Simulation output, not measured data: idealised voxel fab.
The following process module bears the name voxel gate over fins.
cross-section cut | 265 nm wide | cells 5 nm
Cross-section layout: square cells on a grid; listed as bands, top to bottom; a band spans one or more cell rows. For a band, the entry starts with two heights in nm, that of the top and then that of the bottom, and carries on with the band's materials in order from left to right, each alongside its width in nm; the word "all across" beside a single material means it fills the band edge to edge, and "blank" means empty space. All heights in this document are referenced to 0, defined as the level beneath which the wafer, as received, consists entirely of one material. The lowest band is not bounded below; it extends indefinitely downward and is written in the form "0..down". Top row gets the first number, bottom row gets the second, and each row in between changes by the same step: that is how a band width like "30->40" works. No cell of the cross-section changed in a step that is given as "nothing got changed". Under "Closed void list" you'll find the enclosed gaps, the ones with no way out to the top, that are 8 cells or bigger; each reads width x height at distance, with distance counted from the left edge, everything in nm. That trailing text on a step's line, after the settings, is the simulator's own remark on the step. overlay nm: step with mask; distance mask lay right of planned place; negative value = left of planned place.
[The planned process steps are enumerated hereunder]
| 1 | RECEIVE, material Si |
| 2 | CONFORMAL_DEP, material SiN, thk nm 10 |
| 3 | MASKED_ETCH, tone cover, mask id FINS, width nm 15, pitch nm 40, etch materials SiN, depth nm 10, overlay nm -15 |
| 4 | MASKED_ETCH, tone cover, mask id FINS, width nm 15, pitch nm 40, etch materials Si, depth nm 35, overlay nm 0 |
| 5 | FILL_DEP, material SiO2, thk nm 5 |
| 6 | CMP, height nm 10 |
| 7 | SELECTIVE_ETCH, etch materials SiO2, depth nm 20 |
| 8 | STRIP, etch materials SiN |
| 9 | CONFORMAL_DEP, material HfO2, thk nm 5 |
| 10 | CONFORMAL_DEP, material TiN, thk nm 5 |
| 11 | FILL_DEP, material W, thk nm 10 |
| 12 | CMP, height nm 15 |
| 13 | CONFORMAL_DEP, material SiCN, thk nm 5 |
Don't read the plan's overlay nm for step 3 as applying to every wafer: that's the first wafer's value, and the wafers differ in it, though they all start identical.
[As-received cross-section, first of several wafers, post step 1]
    0..down = Si all across
    Closed void list: none
[Basically each wafer gets a line in the table, showing it at the end of the module: material by material, the cells it gained (+) or lost (-) since we got it, then its closed voids]
overlay nm -15, +69 HfO2, -203 Si, +53 SiCN, +145 SiO2, +57 TiN, +91 W, Closed void list: none
overlay nm -10, +69 HfO2, -231 Si, +53 SiCN, +165 SiO2, +63 TiN, +93 W, Closed void list: none
overlay nm -5, +69 HfO2, -259 Si, +53 SiCN, +185 SiO2, +69 TiN, +95 W, Closed void list: none
overlay nm 0, +69 HfO2, -287 Si, +53 SiCN, +205 SiO2, +69 TiN, +103 W, Closed void list: none
overlay nm 5, +69 HfO2, -259 Si, +53 SiCN, +185 SiO2, +69 TiN, +95 W, Closed void list: none
overlay nm 10, +69 HfO2, -231 Si, +53 SiCN, +165 SiO2, +63 TiN, +93 W, Closed void list: none
overlay nm 15, +69 HfO2, -203 Si, +53 SiCN, +145 SiO2, +57 TiN, +91 W, Closed void list: none
